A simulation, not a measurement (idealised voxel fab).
The process module presented herein is designated voxel wiring stack.
FYI the section here is cut, 205 nm wide, cells are 5 nm squares.
Reading order for cross-sections: top band down to bottom band. Underlying form: a grid of square cells. Band size: one or more rows of cells.
Basically the band line says how high the top is and how high the bottom is, in nm, and then what's in it from left to right, every material with its width in nm. Empty space shows up as "blank", and if a single material carries "throughout" it runs the full band edge to edge.
Note: height 0 marks the level under which the wafer is uniformly one material as received. Lowest band unbounded below, written "top 0, no bottom".
A width such as "30..40" changes by the same amount from each row of cells to the next, from the band's top row to its bottom row.
It should be understood that the words "nothing was modified", when stated for a given step, signify that the cross-section underwent no change in any of its cells during that step.
"Trapped cavities": empty spaces of 8 cells or more with no open way to the top, each given as width x height at distance, distance from the left edge, all in nm.
On each step's line, the part that comes after the settings is the simulator's own comment on the step.
Steps that use a mask can have "overlay nm" on their line. It says how far the mask sat to the right of where it was meant to be. Negative means to the left.

-- Process steps foreseen in the plan
step 1: RECEIVE with material Si
step 2: CONFORMAL_DEP with material SiO2, thk nm 10
step 3: DIRECTIONAL_DEP with material TiN, thk nm 5
step 4: DIRECTIONAL_DEP with material Ru, thk nm 15
step 5: DIRECTIONAL_DEP with material aC, thk nm 15
step 6: PATTERN with tone cover, mask id METAL_1, material resist, width nm 30, pitch nm 60, thk nm 35, overlay nm 0
step 7: DIRECTIONAL_ETCH with etch materials aC, depth nm 15
step 8: STRIP with etch materials resist
step 9: DIRECTIONAL_ETCH with etch materials Ru, depth nm 15
step 10: DIRECTIONAL_ETCH with etch materials TiN, depth nm 5
step 11: STRIP with etch materials aC
step 12: FILL_DEP with material lowk, thk nm 5
step 13: CMP with height nm 30
step 14: CONFORMAL_DEP with material SiCN, thk nm 5
step 15: DIRECTIONAL_DEP with material lowk, thk nm 25
step 16: PATTERN with tone open, mask id METAL_2, material resist, width nm 30, pitch nm 60, thk nm 20, overlay nm 0
step 17: DIRECTIONAL_ETCH with etch materials lowk, depth nm 15
step 18: STRIP with etch materials resist
step 19: PATTERN with tone open, mask id METAL_2_HOLES, material resist, width nm 15, pitch nm 60, thk nm 20, overlay nm 0
step 20: DIRECTIONAL_ETCH with etch materials lowk, depth nm 10
step 21: DIRECTIONAL_ETCH with etch materials SiCN, depth nm 5
step 22: STRIP with etch materials resist
step 23: CONFORMAL_DEP with material TiN, thk nm 5
step 24: FILL_DEP with material Ru, thk nm 5
step 25: CMP with height nm 60
step 26: CONFORMAL_DEP with material SiCN, thk nm 5
step 27: DIRECTIONAL_DEP with material SiO2, thk nm 10
step 28: PATTERN with tone open, mask id PLUG_2, material resist, width nm 15, pitch nm 60, thk nm 20, overlay nm 0
step 29: DIRECTIONAL_ETCH with etch materials SiO2, depth nm 10
step 30: DIRECTIONAL_ETCH with etch materials SiCN, depth nm 5
step 31: STRIP with etch materials resist
step 32: CONFORMAL_DEP with material TiN, thk nm 5
step 33: FILL_DEP with material W, thk nm 5
step 34: CMP with height nm 75
step 35: CONFORMAL_DEP with material SiN, thk nm 5
step 36: DIRECTIONAL_DEP with material lowk, thk nm 20
step 37: DIRECTIONAL_DEP with material aC, thk nm 15
step 38: PATTERN with tone open, mask id METAL_3, material resist, width nm 30, pitch nm 60, thk nm 30, overlay nm 0
step 39: DIRECTIONAL_ETCH with etch materials aC, depth nm 15
step 40: STRIP with etch materials resist
step 41: DIRECTIONAL_ETCH with etch materials lowk, depth nm 20
step 42: DIRECTIONAL_ETCH with etch materials SiN, depth nm 5
step 43: STRIP with etch materials aC
step 44: CONFORMAL_DEP with material TiN, thk nm 5
step 45: FILL_DEP with material Ru, thk nm 5
step 46: CMP with height nm 100
step 47: CONFORMAL_DEP with material SiN, thk nm 5

-- First wafer, two in total, run as planned

-- The cross-section here shows the wafer as received, i.e. in its state after step 1
- top 0, no bottom | Si throughout
- Trapped cavities: none

-- Take a look at the wafer's cross-section after step 2
- top 10, bottom 0 | SiO2 throughout
- Heights below 0 show no change.

-- Take a look at the wafer's cross-section after step 3
- top 15, bottom 10 | TiN throughout
- Heights below 10 show no change.

-- Take a look at the wafer's cross-section after step 4
- top 30, bottom 15 | Ru throughout
- Heights below 15 show no change.

-- Take a look at the wafer's cross-section after step 5
- top 45, bottom 30 | aC throughout
- Heights below 30 show no change.

-- Take a look at the wafer's cross-section after step 6
- top 80, bottom 45 | blank: 55 | resist: 30 | blank: 30 | resist: 30 | blank: 60
- Heights below 45 show no change.

-- Take a look at the wafer's cross-section after step 7
- top 65, bottom 45 | blank: 55 | resist: 30 | blank: 30 | resist: 30 | blank: 60
- top 45, bottom 30 | blank: 55 | aC: 30 | blank: 30 | aC: 30 | blank: 60
- Heights below 30 show no change.

-- Take a look at the wafer's cross-section after step 8
- top 45, bottom 30 | blank: 55 | aC: 30 | blank: 30 | aC: 30 | blank: 60
- Heights below 30 show no change.

-- Take a look at the wafer's cross-section after step 9
- top 45, bottom 30 | blank: 55 | aC: 30 | blank: 30 | aC: 30 | blank: 60
- top 30, bottom 15 | blank: 55 | Ru: 30 | blank: 30 | Ru: 30 | blank: 60
- Heights below 15 show no change.

-- Take a look at the wafer's cross-section after step 10
- top 45, bottom 30 | blank: 55 | aC: 30 | blank: 30 | aC: 30 | blank: 60
- top 30, bottom 15 | blank: 55 | Ru: 30 | blank: 30 | Ru: 30 | blank: 60
- top 15, bottom 10 | blank: 55 | TiN: 30 | blank: 30 | TiN: 30 | blank: 60
- Heights below 10 show no change.

-- Take a look at the wafer's cross-section after step 11
- top 30, bottom 15 | blank: 55 | Ru: 30 | blank: 30 | Ru: 30 | blank: 60
- Heights below 15 show no change.

-- Take a look at the wafer's cross-section after step 12
- top 35, bottom 30 | lowk throughout
- top 30, bottom 15 | lowk: 55 | Ru: 30 | lowk: 30 | Ru: 30 | lowk: 60
- top 15, bottom 10 | lowk: 55 | TiN: 30 | lowk: 30 | TiN: 30 | lowk: 60
- Heights below 10 show no change.

-- Take a look at the wafer's cross-section after step 13
- top 30, bottom 15 | lowk: 55 | Ru: 30 | lowk: 30 | Ru: 30 | lowk: 60
- Heights below 15 show no change.

-- Take a look at the wafer's cross-section after step 14
- top 35, bottom 30 | SiCN throughout
- Heights below 30 show no change.

-- Take a look at the wafer's cross-section after step 15
- top 60, bottom 35 | lowk throughout
- Heights below 35 show no change.

-- Take a look at the wafer's cross-section after step 16
- top 80, bottom 60 | resist: 55 | blank: 30 | resist: 30 | blank: 30 | resist: 60
- Heights below 60 show no change.

-- Take a look at the wafer's cross-section after step 17
- top 80, bottom 60 | resist: 55 | blank: 30 | resist: 30 | blank: 30 | resist: 60
- top 60, bottom 45 | lowk: 55 | blank: 30 | lowk: 30 | blank: 30 | lowk: 60
- Heights below 45 show no change.

-- Take a look at the wafer's cross-section after step 18
- top 60, bottom 45 | lowk: 55 | blank: 30 | lowk: 30 | blank: 30 | lowk: 60
- Heights below 45 show no change.

-- Take a look at the wafer's cross-section after step 19
- top 80, bottom 60 | resist: 55 | blank: 15 | resist: 45 | blank: 15 | resist: 75
- top 60, bottom 45 | lowk: 55 | blank: 15 | resist: 15 | lowk: 30 | blank: 15 | resist: 15 | lowk: 60
- Heights below 45 show no change.

-- Take a look at the wafer's cross-section after step 20
- top 80, bottom 60 | resist: 55 | blank: 15 | resist: 45 | blank: 15 | resist: 75
- top 60, bottom 45 | lowk: 55 | blank: 15 | resist: 15 | lowk: 30 | blank: 15 | resist: 15 | lowk: 60
- top 45, bottom 35 | lowk: 55 | blank: 15 | lowk: 45 | blank: 15 | lowk: 75
- Heights below 35 show no change.

-- Take a look at the wafer's cross-section after step 21
- top 80, bottom 60 | resist: 55 | blank: 15 | resist: 45 | blank: 15 | resist: 75
- top 60, bottom 45 | lowk: 55 | blank: 15 | resist: 15 | lowk: 30 | blank: 15 | resist: 15 | lowk: 60
- top 45, bottom 35 | lowk: 55 | blank: 15 | lowk: 45 | blank: 15 | lowk: 75
- top 35, bottom 30 | SiCN: 55 | blank: 15 | SiCN: 45 | blank: 15 | SiCN: 75
- Heights below 30 show no change.

-- Take a look at the wafer's cross-section after step 22
- top 60, bottom 45 | lowk: 55 | blank: 30 | lowk: 30 | blank: 30 | lowk: 60
- Heights below 45 show no change.

-- Take a look at the wafer's cross-section after step 23
- top 65, bottom 60 | TiN: 60 | blank: 20 | TiN: 40 | blank: 20 | TiN: 65
- top 60, bottom 50 | lowk: 55 | TiN: 5 | blank: 20 | TiN: 5 | lowk: 30 | TiN: 5 | blank: 20 | TiN: 5 | lowk: 60
- top 50, bottom 45 | lowk: 55 | TiN: 5 | blank: 5 | TiN: 20 | lowk: 30 | TiN: 5 | blank: 5 | TiN: 20 | lowk: 60
- top 45, bottom 35 | lowk: 55 | TiN: 5 | blank: 5 | TiN: 5 | lowk: 45 | TiN: 5 | blank: 5 | TiN: 5 | lowk: 75
- top 35, bottom 30 | SiCN: 55 | TiN: 15 | SiCN: 45 | TiN: 15 | SiCN: 75
- Heights below 30 show no change.

-- Take a look at the wafer's cross-section after step 24
- top 70, bottom 65 | Ru throughout
- top 65, bottom 60 | TiN: 60 | Ru: 20 | TiN: 40 | Ru: 20 | TiN: 65
- top 60, bottom 50 | lowk: 55 | TiN: 5 | Ru: 20 | TiN: 5 | lowk: 30 | TiN: 5 | Ru: 20 | TiN: 5 | lowk: 60
- top 50, bottom 45 | lowk: 55 | TiN: 5 | Ru: 5 | TiN: 20 | lowk: 30 | TiN: 5 | Ru: 5 | TiN: 20 | lowk: 60
- top 45, bottom 35 | lowk: 55 | TiN: 5 | Ru: 5 | TiN: 5 | lowk: 45 | TiN: 5 | Ru: 5 | TiN: 5 | lowk: 75
- Heights below 35 show no change.

-- Take a look at the wafer's cross-section after step 25
- top 60, bottom 50 | lowk: 55 | TiN: 5 | Ru: 20 | TiN: 5 | lowk: 30 | TiN: 5 | Ru: 20 | TiN: 5 | lowk: 60
- Heights below 50 show no change.

-- Take a look at the wafer's cross-section after step 26
- top 65, bottom 60 | SiCN throughout
- Heights below 60 show no change.

-- Take a look at the wafer's cross-section after step 27
- top 75, bottom 65 | SiO2 throughout
- Heights below 65 show no change.

-- Take a look at the wafer's cross-section after step 28
- top 95, bottom 75 | resist: 55 | blank: 15 | resist: 45 | blank: 15 | resist: 75
- Heights below 75 show no change.

-- Take a look at the wafer's cross-section after step 29
- top 95, bottom 75 | resist: 55 | blank: 15 | resist: 45 | blank: 15 | resist: 75
- top 75, bottom 65 | SiO2: 55 | blank: 15 | SiO2: 45 | blank: 15 | SiO2: 75
- Heights below 65 show no change.

-- Take a look at the wafer's cross-section after step 30
- top 95, bottom 75 | resist: 55 | blank: 15 | resist: 45 | blank: 15 | resist: 75
- top 75, bottom 65 | SiO2: 55 | blank: 15 | SiO2: 45 | blank: 15 | SiO2: 75
- top 65, bottom 60 | SiCN: 55 | blank: 15 | SiCN: 45 | blank: 15 | SiCN: 75
- Heights below 60 show no change.

-- Take a look at the wafer's cross-section after step 31
- top 75, bottom 65 | SiO2: 55 | blank: 15 | SiO2: 45 | blank: 15 | SiO2: 75
- Heights below 65 show no change.

-- Take a look at the wafer's cross-section after step 32
- top 80, bottom 75 | TiN: 60 | blank: 5 | TiN: 55 | blank: 5 | TiN: 80
- top 75, bottom 65 | SiO2: 55 | TiN: 5 | blank: 5 | TiN: 5 | SiO2: 45 | TiN: 5 | blank: 5 | TiN: 5 | SiO2: 75
- top 65, bottom 60 | SiCN: 55 | TiN: 15 | SiCN: 45 | TiN: 15 | SiCN: 75
- Heights below 60 show no change.

-- Take a look at the wafer's cross-section after step 33
- top 85, bottom 80 | W throughout
- top 80, bottom 75 | TiN: 60 | W: 5 | TiN: 55 | W: 5 | TiN: 80
- top 75, bottom 65 | SiO2: 55 | TiN: 5 | W: 5 | TiN: 5 | SiO2: 45 | TiN: 5 | W: 5 | TiN: 5 | SiO2: 75
- Heights below 65 show no change.

-- Take a look at the wafer's cross-section after step 34
- top 75, bottom 65 | SiO2: 55 | TiN: 5 | W: 5 | TiN: 5 | SiO2: 45 | TiN: 5 | W: 5 | TiN: 5 | SiO2: 75
- Heights below 65 show no change.

-- Take a look at the wafer's cross-section after step 35
- top 80, bottom 75 | SiN throughout
- Heights below 75 show no change.

-- Take a look at the wafer's cross-section after step 36
- top 100, bottom 80 | lowk throughout
- Heights below 80 show no change.

-- Take a look at the wafer's cross-section after step 37
- top 115, bottom 100 | aC throughout
- Heights below 100 show no change.

-- Take a look at the wafer's cross-section after step 38
- top 145, bottom 115 | resist: 55 | blank: 30 | resist: 30 | blank: 30 | resist: 60
- Heights below 115 show no change.

-- Take a look at the wafer's cross-section after step 39
- top 130, bottom 115 | resist: 55 | blank: 30 | resist: 30 | blank: 30 | resist: 60
- top 115, bottom 100 | aC: 55 | blank: 30 | aC: 30 | blank: 30 | aC: 60
- Heights below 100 show no change.

-- Take a look at the wafer's cross-section after step 40
- top 115, bottom 100 | aC: 55 | blank: 30 | aC: 30 | blank: 30 | aC: 60
- Heights below 100 show no change.

-- Take a look at the wafer's cross-section after step 41
- top 115, bottom 100 | aC: 55 | blank: 30 | aC: 30 | blank: 30 | aC: 60
- top 100, bottom 80 | lowk: 55 | blank: 30 | lowk: 30 | blank: 30 | lowk: 60
- Heights below 80 show no change.

-- Take a look at the wafer's cross-section after step 42
- top 115, bottom 100 | aC: 55 | blank: 30 | aC: 30 | blank: 30 | aC: 60
- top 100, bottom 80 | lowk: 55 | blank: 30 | lowk: 30 | blank: 30 | lowk: 60
- top 80, bottom 75 | SiN: 55 | blank: 30 | SiN: 30 | blank: 30 | SiN: 60
- Heights below 75 show no change.

-- Take a look at the wafer's cross-section after step 43
- top 100, bottom 80 | lowk: 55 | blank: 30 | lowk: 30 | blank: 30 | lowk: 60
- Heights below 80 show no change.

-- Take a look at the wafer's cross-section after step 44
- top 105, bottom 100 | TiN: 60 | blank: 20 | TiN: 40 | blank: 20 | TiN: 65
- top 100, bottom 80 | lowk: 55 | TiN: 5 | blank: 20 | TiN: 5 | lowk: 30 | TiN: 5 | blank: 20 | TiN: 5 | lowk: 60
- top 80, bottom 75 | SiN: 55 | TiN: 30 | SiN: 30 | TiN: 30 | SiN: 60
- Heights below 75 show no change.

-- Take a look at the wafer's cross-section after step 45
- top 110, bottom 105 | Ru throughout
- top 105, bottom 100 | TiN: 60 | Ru: 20 | TiN: 40 | Ru: 20 | TiN: 65
- top 100, bottom 80 | lowk: 55 | TiN: 5 | Ru: 20 | TiN: 5 | lowk: 30 | TiN: 5 | Ru: 20 | TiN: 5 | lowk: 60
- Heights below 80 show no change.

-- Take a look at the wafer's cross-section after step 46
- top 100, bottom 80 | lowk: 55 | TiN: 5 | Ru: 20 | TiN: 5 | lowk: 30 | TiN: 5 | Ru: 20 | TiN: 5 | lowk: 60
- Heights below 80 show no change.

-- Take a look at the wafer's cross-section after step 47
- top 105, bottom 100 | SiN throughout
- Heights below 100 show no change.

-- It is to be noted that the second wafer proceeded from the same initial state and according to the same plan as the first, although one mistake was committed in its execution; through step 18, inclusive, the two wafers share an identical history

-- Cross-section of the second wafer at the time step 19 of the plan should have ended
- top 80, bottom 60 | resist: 45 | blank: 15 | resist: 45 | blank: 15 | resist: 85
- top 60, bottom 45 | lowk: 55 | blank: 5 | resist: 25 | lowk: 30 | blank: 5 | resist: 25 | lowk: 60
- Heights below 45 show no change.

-- Cross-section of the second wafer at the time step 20 of the plan should have ended
- top 80, bottom 60 | resist: 45 | blank: 15 | resist: 45 | blank: 15 | resist: 85
- top 60, bottom 50 | lowk: 45 | blank: 15 | resist: 25 | lowk: 20 | blank: 15 | resist: 25 | lowk: 60
- top 50, bottom 45 | lowk: 55 | blank: 5 | resist: 25 | lowk: 30 | blank: 5 | resist: 25 | lowk: 60
- top 45, bottom 35 | lowk: 55 | blank: 5 | lowk: 55 | blank: 5 | lowk: 85
- Heights below 35 show no change.

-- Cross-section of the second wafer at the time step 21 of the plan should have ended
- top 80, bottom 60 | resist: 45 | blank: 15 | resist: 45 | blank: 15 | resist: 85
- top 60, bottom 50 | lowk: 45 | blank: 15 | resist: 25 | lowk: 20 | blank: 15 | resist: 25 | lowk: 60
- top 50, bottom 45 | lowk: 55 | blank: 5 | resist: 25 | lowk: 30 | blank: 5 | resist: 25 | lowk: 60
- top 45, bottom 35 | lowk: 55 | blank: 5 | lowk: 55 | blank: 5 | lowk: 85
- top 35, bottom 30 | SiCN: 55 | blank: 5 | SiCN: 55 | blank: 5 | SiCN: 85
- Heights below 30 show no change.

-- Cross-section of the second wafer at the time step 22 of the plan should have ended
- top 60, bottom 50 | lowk: 45 | blank: 40 | lowk: 20 | blank: 40 | lowk: 60
- top 50, bottom 45 | lowk: 55 | blank: 30 | lowk: 30 | blank: 30 | lowk: 60
- Heights below 45 show no change.

-- Cross-section of the second wafer at the time step 23 of the plan should have ended
- top 65, bottom 60 | TiN: 50 | blank: 30 | TiN: 30 | blank: 30 | TiN: 65
- top 60, bottom 50 | lowk: 45 | TiN: 5..15 | blank: 30..20 | TiN: 5 | lowk: 20 | TiN: 5..15 | blank: 30..20 | TiN: 5 | lowk: 60
- top 50, bottom 45 | lowk: 55 | TiN: 30 | lowk: 30 | TiN: 30 | lowk: 60
- top 45, bottom 35 | lowk: 55 | TiN: 5 | lowk: 55 | TiN: 5 | lowk: 85
- top 35, bottom 30 | SiCN: 55 | TiN: 5 | SiCN: 55 | TiN: 5 | SiCN: 85
- Heights below 30 show no change.

-- Cross-section of the second wafer at the time step 24 of the plan should have ended
- top 70, bottom 65 | Ru throughout
- top 65, bottom 60 | TiN: 50 | Ru: 30 | TiN: 30 | Ru: 30 | TiN: 65
- top 60, bottom 50 | lowk: 45 | TiN: 5..15 | Ru: 30..20 | TiN: 5 | lowk: 20 | TiN: 5..15 | Ru: 30..20 | TiN: 5 | lowk: 60
- Heights below 50 show no change.

-- Cross-section of the second wafer at the time step 25 of the plan should have ended
- top 60, bottom 50 | lowk: 45 | TiN: 5..15 | Ru: 30..20 | TiN: 5 | lowk: 20 | TiN: 5..15 | Ru: 30..20 | TiN: 5 | lowk: 60
- Heights below 50 show no change.

-- Cross-section of the second wafer at the time step 26 of the plan should have ended
- top 65, bottom 60 | SiCN throughout
- Heights below 60 show no change.

-- Cross-section of the second wafer at the time step 27 of the plan should have ended
- top 75, bottom 65 | SiO2 throughout
- Heights below 65 show no change.

-- Cross-section of the second wafer at the time step 28 of the plan should have ended
- top 95, bottom 75 | resist: 55 | blank: 15 | resist: 45 | blank: 15 | resist: 75
- Heights below 75 show no change.

-- Cross-section of the second wafer at the time step 29 of the plan should have ended
- top 95, bottom 75 | resist: 55 | blank: 15 | resist: 45 | blank: 15 | resist: 75
- top 75, bottom 65 | SiO2: 55 | blank: 15 | SiO2: 45 | blank: 15 | SiO2: 75
- Heights below 65 show no change.

-- Cross-section of the second wafer at the time step 30 of the plan should have ended
- top 95, bottom 75 | resist: 55 | blank: 15 | resist: 45 | blank: 15 | resist: 75
- top 75, bottom 65 | SiO2: 55 | blank: 15 | SiO2: 45 | blank: 15 | SiO2: 75
- top 65, bottom 60 | SiCN: 55 | blank: 15 | SiCN: 45 | blank: 15 | SiCN: 75
- Heights below 60 show no change.

-- Cross-section of the second wafer at the time step 31 of the plan should have ended
- top 75, bottom 65 | SiO2: 55 | blank: 15 | SiO2: 45 | blank: 15 | SiO2: 75
- Heights below 65 show no change.

-- Cross-section of the second wafer at the time step 32 of the plan should have ended
- top 80, bottom 75 | TiN: 60 | blank: 5 | TiN: 55 | blank: 5 | TiN: 80
- top 75, bottom 65 | SiO2: 55 | TiN: 5 | blank: 5 | TiN: 5 | SiO2: 45 | TiN: 5 | blank: 5 | TiN: 5 | SiO2: 75
- top 65, bottom 60 | SiCN: 55 | TiN: 15 | SiCN: 45 | TiN: 15 | SiCN: 75
- Heights below 60 show no change.

-- Cross-section of the second wafer at the time step 33 of the plan should have ended
- top 85, bottom 80 | W throughout
- top 80, bottom 75 | TiN: 60 | W: 5 | TiN: 55 | W: 5 | TiN: 80
- top 75, bottom 65 | SiO2: 55 | TiN: 5 | W: 5 | TiN: 5 | SiO2: 45 | TiN: 5 | W: 5 | TiN: 5 | SiO2: 75
- Heights below 65 show no change.

-- Cross-section of the second wafer at the time step 34 of the plan should have ended
- top 75, bottom 65 | SiO2: 55 | TiN: 5 | W: 5 | TiN: 5 | SiO2: 45 | TiN: 5 | W: 5 | TiN: 5 | SiO2: 75
- Heights below 65 show no change.

-- Cross-section of the second wafer at the time step 35 of the plan should have ended
- top 80, bottom 75 | SiN throughout
- Heights below 75 show no change.

-- Cross-section of the second wafer at the time step 36 of the plan should have ended
- top 100, bottom 80 | lowk throughout
- Heights below 80 show no change.

-- Cross-section of the second wafer at the time step 37 of the plan should have ended
- top 115, bottom 100 | aC throughout
- Heights below 100 show no change.

-- Cross-section of the second wafer at the time step 38 of the plan should have ended
- top 145, bottom 115 | resist: 55 | blank: 30 | resist: 30 | blank: 30 | resist: 60
- Heights below 115 show no change.

-- Cross-section of the second wafer at the time step 39 of the plan should have ended
- top 130, bottom 115 | resist: 55 | blank: 30 | resist: 30 | blank: 30 | resist: 60
- top 115, bottom 100 | aC: 55 | blank: 30 | aC: 30 | blank: 30 | aC: 60
- Heights below 100 show no change.

-- Cross-section of the second wafer at the time step 40 of the plan should have ended
- top 115, bottom 100 | aC: 55 | blank: 30 | aC: 30 | blank: 30 | aC: 60
- Heights below 100 show no change.

-- Cross-section of the second wafer at the time step 41 of the plan should have ended
- top 115, bottom 100 | aC: 55 | blank: 30 | aC: 30 | blank: 30 | aC: 60
- top 100, bottom 80 | lowk: 55 | blank: 30 | lowk: 30 | blank: 30 | lowk: 60
- Heights below 80 show no change.

-- Cross-section of the second wafer at the time step 42 of the plan should have ended
- top 115, bottom 100 | aC: 55 | blank: 30 | aC: 30 | blank: 30 | aC: 60
- top 100, bottom 80 | lowk: 55 | blank: 30 | lowk: 30 | blank: 30 | lowk: 60
- top 80, bottom 75 | SiN: 55 | blank: 30 | SiN: 30 | blank: 30 | SiN: 60
- Heights below 75 show no change.

-- Cross-section of the second wafer at the time step 43 of the plan should have ended
- top 100, bottom 80 | lowk: 55 | blank: 30 | lowk: 30 | blank: 30 | lowk: 60
- Heights below 80 show no change.

-- Cross-section of the second wafer at the time step 44 of the plan should have ended
- top 105, bottom 100 | TiN: 60 | blank: 20 | TiN: 40 | blank: 20 | TiN: 65
- top 100, bottom 80 | lowk: 55 | TiN: 5 | blank: 20 | TiN: 5 | lowk: 30 | TiN: 5 | blank: 20 | TiN: 5 | lowk: 60
- top 80, bottom 75 | SiN: 55 | TiN: 30 | SiN: 30 | TiN: 30 | SiN: 60
- Heights below 75 show no change.

-- Cross-section of the second wafer at the time step 45 of the plan should have ended
- top 110, bottom 105 | Ru throughout
- top 105, bottom 100 | TiN: 60 | Ru: 20 | TiN: 40 | Ru: 20 | TiN: 65
- top 100, bottom 80 | lowk: 55 | TiN: 5 | Ru: 20 | TiN: 5 | lowk: 30 | TiN: 5 | Ru: 20 | TiN: 5 | lowk: 60
- Heights below 80 show no change.

-- Cross-section of the second wafer at the time step 46 of the plan should have ended
- top 100, bottom 80 | lowk: 55 | TiN: 5 | Ru: 20 | TiN: 5 | lowk: 30 | TiN: 5 | Ru: 20 | TiN: 5 | lowk: 60
- Heights below 80 show no change.

-- Cross-section of the second wafer at the time step 47 of the plan should have ended
- top 105, bottom 100 | SiN throughout
- Heights below 100 show no change.
The plan and the run diverged here: contrary to plan, step 19 was performed as PATTERN with tone open, mask id METAL_2_HOLES, material resist, width nm 15, pitch nm 60, thk nm 20, overlay nm -10
In the final state, the cell counts of the second wafer exceed or fall short of those of the first for the following materials: Ru -2, SiCN +4, TiN -2
